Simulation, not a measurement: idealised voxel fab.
Process module under the name voxel self aligned contacts
For reference, the cross-section in this document is cut, with width 205 nm and square cells of 5 nm.
Throughout this document, each cross-section is represented as a grid of square cells and is presented as a sequence of bands enumerated from the top downward, where a band comprises one or more rows of cells. Band: top and bottom heights (nm) first, top before bottom; then materials from left to right, widths in nm. "throughout" marks a sole material filling the band edge to edge. "empty" denotes empty space. Convention: height 0 is the level below which the wafer, as received, is all one material. The lowest band does not terminate at the bottom but continues downward, represented as "0 -> down". A width given as "30->40" starts at the first number in the band's top row and ends at the second number in its bottom row, shifting by an equal amount at every step from row to row. Where a step carries "everything unchanged", the cross-section came out of it unchanged, cell for cell. The entry titled "Completely sealed voids" provides the empty spaces that have no open way to the top, restricted to those of 8 cells or more. Each is presented as width x height at distance, the distance being measured from the left edge, with all three in nm. On a step's line, text after the settings is the simulator commenting on that step. For masked steps, "overlay nm" on the step line gives how far right of plan the mask actually lay; a minus sign means it lay to the left.

Intended process steps
| 1 | RECEIVE: material Si |
| 2 | OXIDIZE: depth nm 5 |
| 3 | DIRECTIONAL_DEP: material polySi, thk nm 20 |
| 4 | DIRECTIONAL_DEP: material SiN, thk nm 15 |
| 5 | DIRECTIONAL_DEP: material aC, thk nm 10 |
| 6 | PATTERN: tone cover, mask id GATE, material resist, width nm 30, pitch nm 55, thk nm 25, overlay nm 0 |
| 7 | DIRECTIONAL_ETCH: etch materials aC, depth nm 10 |
| 8 | STRIP: etch materials resist |
| 9 | DIRECTIONAL_ETCH: etch materials SiN, depth nm 15 |
| 10 | DIRECTIONAL_ETCH: etch materials polySi, depth nm 20 |
| 11 | STRIP: etch materials aC |
| 12 | CONFORMAL_DEP: material SiN, thk nm 5 |
| 13 | DIRECTIONAL_ETCH: etch materials SiN, depth nm 5 |
| 14 | FILL_DEP: material SiO2, thk nm 15 |
| 15 | CMP: height nm 40 |
| 16 | DIRECTIONAL_DEP: material aC, thk nm 10 |
| 17 | PATTERN: tone open, mask id CONTACT, material resist, width nm 35, pitch nm 55, thk nm 30, overlay nm 0 |
| 18 | DIRECTIONAL_ETCH: etch materials aC, depth nm 10 |
| 19 | STRIP: etch materials resist |
| 20 | DIRECTIONAL_ETCH: etch materials SiO2, depth nm 45 |
| 21 | STRIP: etch materials aC |
| 22 | CONFORMAL_DEP: material TiN, thk nm 5 |
| 23 | FILL_DEP: material Ru, thk nm 10 |
| 24 | CMP: height nm 40 |
| 25 | CONFORMAL_DEP: material SiN, thk nm 5 |

Below: the first of two wafers, run as planned

Received-state cross-section, reflecting completion of step 1
0 -> down = Si throughout
Completely sealed voids: none

After step 2, in cross-section
0 -> -5 = SiO2 throughout
No changes below -5.

After step 3, in cross-section
20 -> 0 = polySi throughout
No changes below 0.

After step 4, in cross-section
35 -> 20 = SiN throughout
No changes below 20.

After step 5, in cross-section
45 -> 35 = aC throughout
No changes below 35.

After step 6, in cross-section
70 -> 45 = 30 empty  30 resist  25 empty  30 resist  25 empty  30 resist  35 empty
No changes below 45.

After step 7, in cross-section
60 -> 45 = 30 empty  30 resist  25 empty  30 resist  25 empty  30 resist  35 empty
45 -> 35 = 30 empty  30 aC  25 empty  30 aC  25 empty  30 aC  35 empty
No changes below 35.

After step 8, in cross-section
45 -> 35 = 30 empty  30 aC  25 empty  30 aC  25 empty  30 aC  35 empty
No changes below 35.

After step 9, in cross-section
45 -> 35 = 30 empty  30 aC  25 empty  30 aC  25 empty  30 aC  35 empty
35 -> 20 = 30 empty  30 SiN  25 empty  30 SiN  25 empty  30 SiN  35 empty
No changes below 20.

After step 10, in cross-section
45 -> 35 = 30 empty  30 aC  25 empty  30 aC  25 empty  30 aC  35 empty
35 -> 20 = 30 empty  30 SiN  25 empty  30 SiN  25 empty  30 SiN  35 empty
20 -> 0 = 30 empty  30 polySi  25 empty  30 polySi  25 empty  30 polySi  35 empty
No changes below 0.

After step 11, in cross-section
35 -> 20 = 30 empty  30 SiN  25 empty  30 SiN  25 empty  30 SiN  35 empty
No changes below 20.

After step 12, in cross-section
40 -> 20 = 25 empty  40 SiN  15 empty  40 SiN  15 empty  40 SiN  30 empty
20 -> 5 = 25 empty  5 SiN  30 polySi  5 SiN  15 empty  5 SiN  30 polySi  5 SiN  15 empty  5 SiN  30 polySi  5 SiN  30 empty
5 -> 0 = 30 SiN  30 polySi  25 SiN  30 polySi  25 SiN  30 polySi  35 SiN
No changes below 0.

After step 13, in cross-section
35 -> 20 = 25 empty  40 SiN  15 empty  40 SiN  15 empty  40 SiN  30 empty
20 -> 0 = 25 empty  5 SiN  30 polySi  5 SiN  15 empty  5 SiN  30 polySi  5 SiN  15 empty  5 SiN  30 polySi  5 SiN  30 empty
No changes below 0.

After step 14, in cross-section
50 -> 35 = SiO2 throughout
35 -> 20 = 25 SiO2  40 SiN  15 SiO2  40 SiN  15 SiO2  40 SiN  30 SiO2
20 -> 0 = 25 SiO2  5 SiN  30 polySi  5 SiN  15 SiO2  5 SiN  30 polySi  5 SiN  15 SiO2  5 SiN  30 polySi  5 SiN  30 SiO2
No changes below 0.

After step 15, in cross-section
40 -> 35 = SiO2 throughout
No changes below 35.

After step 16, in cross-section
50 -> 40 = aC throughout
No changes below 40.

After step 17, in cross-section
80 -> 50 = 55 resist  35 empty  20 resist  35 empty  60 resist
No changes below 50.

After step 18, in cross-section
70 -> 50 = 55 resist  35 empty  20 resist  35 empty  60 resist
50 -> 40 = 55 aC  35 empty  20 aC  35 empty  60 aC
No changes below 40.

After step 19, in cross-section
50 -> 40 = 55 aC  35 empty  20 aC  35 empty  60 aC
No changes below 40.

After step 20, in cross-section
50 -> 40 = 55 aC  35 empty  20 aC  35 empty  60 aC
40 -> 35 = 55 SiO2  35 empty  20 SiO2  35 empty  60 SiO2
35 -> 20 = 25 SiO2  40 SiN  15 empty  40 SiN  15 empty  40 SiN  30 SiO2
20 -> 0 = 25 SiO2  5 SiN  30 polySi  5 SiN  15 empty  5 SiN  30 polySi  5 SiN  15 empty  5 SiN  30 polySi  5 SiN  30 SiO2
0 -> -5 = 65 SiO2  15 empty  40 SiO2  15 empty  70 SiO2
No changes below -5.

After step 21, in cross-section
40 -> 35 = 55 SiO2  35 empty  20 SiO2  35 empty  60 SiO2
No changes below 35.

After step 22, in cross-section
45 -> 40 = 60 TiN  25 empty  30 TiN  25 empty  65 TiN
40 -> 35 = 55 SiO2  15 TiN  5 empty  15 TiN  20 SiO2  15 TiN  5 empty  15 TiN  60 SiO2
35 -> 20 = 25 SiO2  40 SiN  5 TiN  5 empty  5 TiN  40 SiN  5 TiN  5 empty  5 TiN  40 SiN  30 SiO2
20 -> 0 = 25 SiO2  5 SiN  30 polySi  5 SiN  5 TiN  5 empty  5 TiN  5 SiN  30 polySi  5 SiN  5 TiN  5 empty  5 TiN  5 SiN  30 polySi  5 SiN  30 SiO2
0 -> -5 = 65 SiO2  15 TiN  40 SiO2  15 TiN  70 SiO2
No changes below -5.

After step 23, in cross-section
55 -> 45 = Ru throughout
45 -> 40 = 60 TiN  25 Ru  30 TiN  25 Ru  65 TiN
40 -> 35 = 55 SiO2  15 TiN  5 Ru  15 TiN  20 SiO2  15 TiN  5 Ru  15 TiN  60 SiO2
35 -> 20 = 25 SiO2  40 SiN  5 TiN  5 Ru  5 TiN  40 SiN  5 TiN  5 Ru  5 TiN  40 SiN  30 SiO2
20 -> 0 = 25 SiO2  5 SiN  30 polySi  5 SiN  5 TiN  5 Ru  5 TiN  5 SiN  30 polySi  5 SiN  5 TiN  5 Ru  5 TiN  5 SiN  30 polySi  5 SiN  30 SiO2
No changes below 0.

After step 24, in cross-section
40 -> 35 = 55 SiO2  15 TiN  5 Ru  15 TiN  20 SiO2  15 TiN  5 Ru  15 TiN  60 SiO2
No changes below 35.

After step 25, in cross-section
45 -> 40 = SiN throughout
No changes below 40.

Second of two: same start, same plan, one run error; steps up to and including 3 match the first

What the second wafer looks like in cross-section when step 4 should have wrapped up
50 -> 20 = SiN throughout
No changes below 20.

What the second wafer looks like in cross-section when step 5 should have wrapped up
60 -> 50 = aC throughout
No changes below 50.

What the second wafer looks like in cross-section when step 6 should have wrapped up
85 -> 60 = 30 empty  30 resist  25 empty  30 resist  25 empty  30 resist  35 empty
No changes below 60.

What the second wafer looks like in cross-section when step 7 should have wrapped up
75 -> 60 = 30 empty  30 resist  25 empty  30 resist  25 empty  30 resist  35 empty
60 -> 50 = 30 empty  30 aC  25 empty  30 aC  25 empty  30 aC  35 empty
No changes below 50.

What the second wafer looks like in cross-section when step 8 should have wrapped up
60 -> 50 = 30 empty  30 aC  25 empty  30 aC  25 empty  30 aC  35 empty
No changes below 50.

What the second wafer looks like in cross-section when step 9 should have wrapped up
60 -> 50 = 30 empty  30 aC  25 empty  30 aC  25 empty  30 aC  35 empty
50 -> 35 = 30 empty  30 SiN  25 empty  30 SiN  25 empty  30 SiN  35 empty
No changes below 35.

What the second wafer looks like in cross-section when step 10 should have wrapped up: everything unchanged

What the second wafer looks like in cross-section when step 11 should have wrapped up
50 -> 35 = 30 empty  30 SiN  25 empty  30 SiN  25 empty  30 SiN  35 empty
No changes below 35.

What the second wafer looks like in cross-section when step 12 should have wrapped up
55 -> 40 = 25 empty  40 SiN  15 empty  40 SiN  15 empty  40 SiN  30 empty
40 -> 20 = SiN throughout
No changes below 20.

What the second wafer looks like in cross-section when step 13 should have wrapped up
50 -> 35 = 25 empty  40 SiN  15 empty  40 SiN  15 empty  40 SiN  30 empty
No changes below 35.

What the second wafer looks like in cross-section when step 14 should have wrapped up
65 -> 50 = SiO2 throughout
50 -> 35 = 25 SiO2  40 SiN  15 SiO2  40 SiN  15 SiO2  40 SiN  30 SiO2
No changes below 35.

What the second wafer looks like in cross-section when step 15 should have wrapped up
40 -> 35 = 25 SiO2  40 SiN  15 SiO2  40 SiN  15 SiO2  40 SiN  30 SiO2
No changes below 35.

What the second wafer looks like in cross-section when step 16 should have wrapped up
50 -> 40 = aC throughout
No changes below 40.

What the second wafer looks like in cross-section when step 17 should have wrapped up
80 -> 50 = 55 resist  35 empty  20 resist  35 empty  60 resist
No changes below 50.

What the second wafer looks like in cross-section when step 18 should have wrapped up
70 -> 50 = 55 resist  35 empty  20 resist  35 empty  60 resist
50 -> 40 = 55 aC  35 empty  20 aC  35 empty  60 aC
No changes below 40.

What the second wafer looks like in cross-section when step 19 should have wrapped up
50 -> 40 = 55 aC  35 empty  20 aC  35 empty  60 aC
No changes below 40.

What the second wafer looks like in cross-section when step 20 should have wrapped up
50 -> 40 = 55 aC  35 empty  20 aC  35 empty  60 aC
40 -> 35 = 25 SiO2  40 SiN  15 empty  40 SiN  15 empty  40 SiN  30 SiO2
No changes below 35.

What the second wafer looks like in cross-section when step 21 should have wrapped up
40 -> 35 = 25 SiO2  40 SiN  15 empty  40 SiN  15 empty  40 SiN  30 SiO2
No changes below 35.

What the second wafer looks like in cross-section when step 22 should have wrapped up
45 -> 40 = 70 TiN  5 empty  50 TiN  5 empty  75 TiN
40 -> 35 = 25 SiO2  40 SiN  15 TiN  40 SiN  15 TiN  40 SiN  30 SiO2
No changes below 35.

What the second wafer looks like in cross-section when step 23 should have wrapped up
55 -> 45 = Ru throughout
45 -> 40 = 70 TiN  5 Ru  50 TiN  5 Ru  75 TiN
No changes below 40.

What the second wafer looks like in cross-section when step 24 should have wrapped up
40 -> 35 = 25 SiO2  40 SiN  15 TiN  40 SiN  15 TiN  40 SiN  30 SiO2
No changes below 35.

What the second wafer looks like in cross-section when step 25 should have wrapped up
45 -> 40 = SiN throughout
No changes below 40.
Nonconformance to the process plan: the plan had its step 4 run twice
Counted in cells at the end, the second wafer holds more or fewer of these materials than the first: -16 Ru, +51 SiN, -87 SiO2, -40 TiN, +92 polySi
